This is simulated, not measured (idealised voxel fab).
process module | voxel capacitor over wiring
Cross-section cut: width 245 nm, square cells of 5 nm.
How to read a cross-section here: the picture is a grid of square cells, written as bands going from the top down, and any band can span one or more rows of cells. Band entry format. Leading values: height of top, height of bottom, nm. Remainder: materials in left-to-right order, each with its width in nm. Special words: "edge to edge" on a single material, which then fills the band edge to edge; "blank", empty space. Below 0: as-received wafer, all one material; heights counted from there. Lowest band: no bottom, goes on down, written "z 0 and below". Width spec "30..40" -> top row of cells at first value, bottom row at second value, equal per-row change in between. Reading "no modifications" for a step: not a cell of the cross-section changed in it. The label "Sealed voids" introduces a list of the empty spaces, 8 cells or larger, that have no open way up to the top; each entry in it reads width x height at distance, where the distance is taken from the left edge and all three are stated in nm. Past the settings on a step's line: simulator remark, on that step. Each step line may optionally specify "overlay nm", which for a step with a mask gives the rightward distance between the mask's planned place and where it lay, a negative value indicating the leftward direction.
# So here's the lineup of process steps we planned
1,RECEIVE | material Si
2,CONFORMAL_DEP | material SiO2 | thk nm 15
3,DIRECTIONAL_DEP | material TiN | thk nm 5
4,DIRECTIONAL_DEP | material Ru | thk nm 25
5,PATTERN | tone cover | mask id METAL_1 | material resist | width nm 20 | pitch nm 75 | thk nm 20 | overlay nm 0
6,DIRECTIONAL_ETCH | etch materials Ru | depth nm 25
7,DIRECTIONAL_ETCH | etch materials TiN | depth nm 5
8,STRIP | etch materials resist
9,CONFORMAL_DEP | material SiCN | thk nm 5
10,FILL_DEP | material SiO2 | thk nm 5
11,CMP | height nm 45
12,CONFORMAL_DEP | material SiCN | thk nm 5
13,DIRECTIONAL_DEP | material lowk | thk nm 20
14,MASKED_ETCH | tone open | mask id PLUG_1 | width nm 15 | etch materials lowk | depth nm 20 | overlay nm 0
15,MASKED_ETCH | tone open | mask id PLUG_1 | width nm 15 | etch materials SiCN | depth nm 5 | overlay nm 0
16,CONFORMAL_DEP | material TiN | thk nm 5
17,FILL_DEP | material W | thk nm 10
18,CMP | height nm 70
19,DIRECTIONAL_DEP | material TiN | thk nm 5
20,DIRECTIONAL_DEP | material SiN | thk nm 5
21,DIRECTIONAL_DEP | material TiN | thk nm 10
22,DIRECTIONAL_DEP | material aC | thk nm 10
23,PATTERN | tone cover | mask id UPPER_PLATE | material resist | width nm 60 | thk nm 25 | overlay nm 0
24,DIRECTIONAL_ETCH | etch materials aC | depth nm 10
25,STRIP | etch materials resist
26,DIRECTIONAL_ETCH | etch materials TiN | depth nm 10
27,DIRECTIONAL_ETCH | etch materials SiN | depth nm 5
28,STRIP | etch materials aC
29,PATTERN | tone cover | mask id LOWER_PLATE | material resist | width nm 70 | thk nm 15 | overlay nm 0
30,DIRECTIONAL_ETCH | etch materials TiN | depth nm 5
31,STRIP | etch materials resist
32,FILL_DEP | material SiO2 | thk nm 20
33,CMP | height nm 105
34,PATTERN | tone open | mask id PLUG_2 | material resist | width nm 15 | thk nm 20 | overlay nm 0
35,DIRECTIONAL_ETCH | etch materials SiO2 | depth nm 15
36,STRIP | etch materials resist
37,CONFORMAL_DEP | material TiN | thk nm 5
38,FILL_DEP | material Ru | thk nm 10
39,CMP | height nm 105
40,CONFORMAL_DEP | material SiN | thk nm 5
# Cross-sectional view of the wafer in its as-received condition, corresponding to the state after step 1
- z 0 and below | Si edge to edge
- Sealed voids: none
# First of two wafers at the end of the module, shown in cross-section; run carried out as planned
- z 110 to 105 | SiN edge to edge
- z 105 to 95 | 90 SiO2  5 TiN  5 Ru  5 TiN  140 SiO2
- z 95 to 90 | 90 SiO2  15 TiN  140 SiO2
- z 90 to 80 | 80 SiO2  60 TiN  105 SiO2
- z 80 to 75 | 80 SiO2  60 SiN  105 SiO2
- z 75 to 70 | 75 SiO2  70 TiN  100 SiO2
- z 70 to 50 | 80 lowk  5 TiN  5 W  5 TiN  150 lowk
- z 50 to 45 | 80 SiCN  15 TiN  150 SiCN
- z 45 to 20 | 70 SiO2  5 SiCN  20 Ru  5 SiCN  45 SiO2  5 SiCN  20 Ru  5 SiCN  70 SiO2
- z 20 to 15 | 75 SiCN  20 TiN  55 SiCN  20 TiN  75 SiCN
- z 15 to 0 | SiO2 edge to edge
- z 0 and below | Si edge to edge
- Sealed voids: none
# Second wafer through the module, sectioned at the end: same beginning and same plan as the first wafer, with one mistake in carrying it out
- z 110 to 105 | SiN edge to edge
- z 105 to 95 | 90 SiO2  5 TiN  5 Ru  5 TiN  140 SiO2
- z 95 to 90 | 90 SiO2  15 TiN  140 SiO2
- z 90 to 80 | 85 SiO2  60 TiN  100 SiO2
- z 80 to 75 | 85 SiO2  60 SiN  100 SiO2
- z 75 to 70 | 75 SiO2  70 TiN  100 SiO2
- z 70 to 50 | 80 lowk  5 TiN  5 W  5 TiN  150 lowk
- z 50 to 45 | 80 SiCN  15 TiN  150 SiCN
- z 45 to 20 | 70 SiO2  5 SiCN  20 Ru  5 SiCN  45 SiO2  5 SiCN  20 Ru  5 SiCN  70 SiO2
- z 20 to 15 | 75 SiCN  20 TiN  55 SiCN  20 TiN  75 SiCN
- z 15 to 0 | SiO2 edge to edge
- z 0 and below | Si edge to edge
- Sealed voids: none
what went wrong: in deviation from the planned setting, step 23 was conducted as PATTERN | tone cover | mask id UPPER_PLATE | material resist | width nm 60 | thk nm 25 | overlay nm 5
So at the finish, the second wafer's got exactly as many cells of each material as the first, just not in the same spots.
